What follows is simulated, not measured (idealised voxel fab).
You're looking at the process module voxel self aligned contacts.
The cross-section shown here is cut; it is 250 nm wide and divided into square cells measuring 5 nm on a side.
Format of a cross-section: grid, square cells. Given as bands. Order: top down. Band: one or more rows of cells.
Band entry format. Leading values: height of top, height of bottom, nm. Remainder: materials in left-to-right order, each with its width in nm. Special words: "edge to edge" on a single material, which then fills the band edge to edge; "air", empty space.
A quick word on heights: they are counted from 0, and under that level the wafer as it came to us is one material throughout. The lowest band is different from the rest in having no bottom; it simply continues downward, written as in "from 0 down".
Top row gets the first number, bottom row gets the second, and each row in between changes by the same step: that is how a band width like "30->40" works.
"no change occurred" -> step changed no cross-section cell.
Each empty space that has no open way to the top and spans at least 8 cells appears under "Closed-off voids" as width x height at distance, the distance counted from the left edge, all in nm.
Formally, on a step line, whatever follows the settings is a remark that the simulator itself makes on the step.
A step's line can hold "overlay nm"; with a mask on that step, the setting says how far right of the planned place the mask lay, while a negative setting says it lay to the left.

Intended process steps
1: RECEIVE,material Si
2: CONFORMAL_DEP,material SiO2,thk nm 5
3: DIRECTIONAL_DEP,material polySi,thk nm 30
4: DIRECTIONAL_DEP,material SiN,thk nm 20
5: MASKED_ETCH,tone cover,mask id GATE,width nm 25,pitch nm 65,etch materials SiN,depth nm 20,overlay nm 0
6: MASKED_ETCH,tone cover,mask id GATE,width nm 25,pitch nm 65,etch materials polySi,depth nm 30,overlay nm 0
7: CONFORMAL_DEP,material SiN,thk nm 10
8: DIRECTIONAL_ETCH,etch materials SiN,depth nm 10
9: FILL_DEP,material SiO2,thk nm 15
10: CMP,height nm 60
11: PATTERN,tone open,mask id CONTACT,material resist,width nm 50,pitch nm 65,thk nm 20,overlay nm 0
12: DIRECTIONAL_ETCH,etch materials SiO2,depth nm 60
13: STRIP,etch materials resist
14: CONFORMAL_DEP,material TiN,thk nm 5
15: FILL_DEP,material W,thk nm 5
16: CMP,height nm 60
17: CONFORMAL_DEP,material SiN,thk nm 5

Cross-section of the wafer at receipt, which is the condition after step 1
	from 0 down: Si edge to edge
	Closed-off voids: none

Look at the cross-section after the module: the wafer started out the way shown above and the plan was the one shown above, yet one mistake was made along the way
	from 65 to 60: SiN edge to edge
	from 60 to 55: SiO2=65, then TiN=50, then SiO2=15, then TiN=50, then SiO2=70
	from 55 to 35: SiO2=30, then SiN=55, then TiN=10, then SiN=55, then TiN=10, then SiN=55, then SiO2=35
	from 35 to 5: SiO2=30, then SiN=10, then polySi=35, then SiN=10, then TiN=10, then SiN=10, then polySi=35, then SiN=10, then TiN=10, then SiN=10, then polySi=35, then SiN=10, then SiO2=35
	from 5 to 0: SiO2=85, then TiN=10, then SiO2=55, then TiN=10, then SiO2=90
	from 0 down: Si edge to edge
	Closed-off voids: none
The plan and the run diverged here: so step 5 ended up running with a different setting than we planned, it ran as MASKED_ETCH,tone cover,mask id GATE,width nm 35,pitch nm 65,etch materials SiN,depth nm 20,overlay nm 0
